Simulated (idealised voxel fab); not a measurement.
voxel released beams: a process module
cross-section cut | 220 nm wide | cells 5 nm
Format of a cross-section: grid, square cells. Given as bands. Order: top down. Band: one or more rows of cells.
The band entry comprises the height of the band's top followed by the height of its bottom, expressed in nm, and subsequently the band's materials from left to right, each stated together with its width in nm. Where a single material is marked with the word "everywhere", that material fills the band from edge to edge. The word "air" represents empty space.
Beneath 0, the wafer as received is one material, and that level is where height counting begins. The lowest band goes on downward without a bottom; it is written like "z 0 and below".
The width entry "30->40" should be interpreted row by row: the top row of cells in the band takes the first number, the bottom row takes the second number, and the change between adjacent rows is uniform throughout.
"everything unchanged", as given for a step, is the statement that not any cell of the cross-section underwent a change during that step.
"Enclosed void list" means: voids of 8 cells or more that are shut off from the top with no open way through. Written width x height at distance, distance from the left edge, in nm.
If you see something after the settings on a step's line, that's the simulator's own remark about that step.
"overlay nm" answers the question of how far to the right of plan the mask lay on a step that has a mask, and when it is negative the answer is to the left.
-- So here's the lineup of process steps we planned
| 1 | RECEIVE with material Si |
| 2 | CONFORMAL_DEP with material Al2O3, thk nm 10 |
| 3 | DIRECTIONAL_DEP with material SiO2, thk nm 10 |
| 4 | DIRECTIONAL_DEP with material aC, thk nm 15 |
| 5 | PATTERN with tone open, mask id ANCHOR, material resist, width nm 35, thk nm 30, overlay nm 0 |
| 6 | DIRECTIONAL_ETCH with etch materials aC, depth nm 15 |
| 7 | STRIP with etch materials resist |
| 8 | DIRECTIONAL_ETCH with etch materials SiO2, depth nm 10 |
| 9 | STRIP with etch materials aC |
| 10 | CONFORMAL_DEP with material W, thk nm 10 |
| 11 | MASKED_ETCH with tone cover, mask id BEAM, width nm 110, etch materials W, depth nm 10, overlay nm 0 |
| 12 | STRIP with etch materials SiO2 |
-- Cross-section, incoming material, after step 1
    z 0 and below | Si everywhere
    Enclosed void list: none
-- Cross-sectional result after module completion. Note: starting condition and plan are unchanged from above; one processing mistake was made
    z 25 to 15 | 50->55 of air  10->5 of W  25 of air  75->5 of W  60->130 of air
    z 15 to 10 | 55 of air  35 of W  130 of air
    z 10 to 0 | Al2O3 everywhere
    z 0 and below | Si everywhere
    Enclosed void list: none
Misprocessing identified: step 10 ran as: CONFORMAL_DEP with material W, thk nm 5
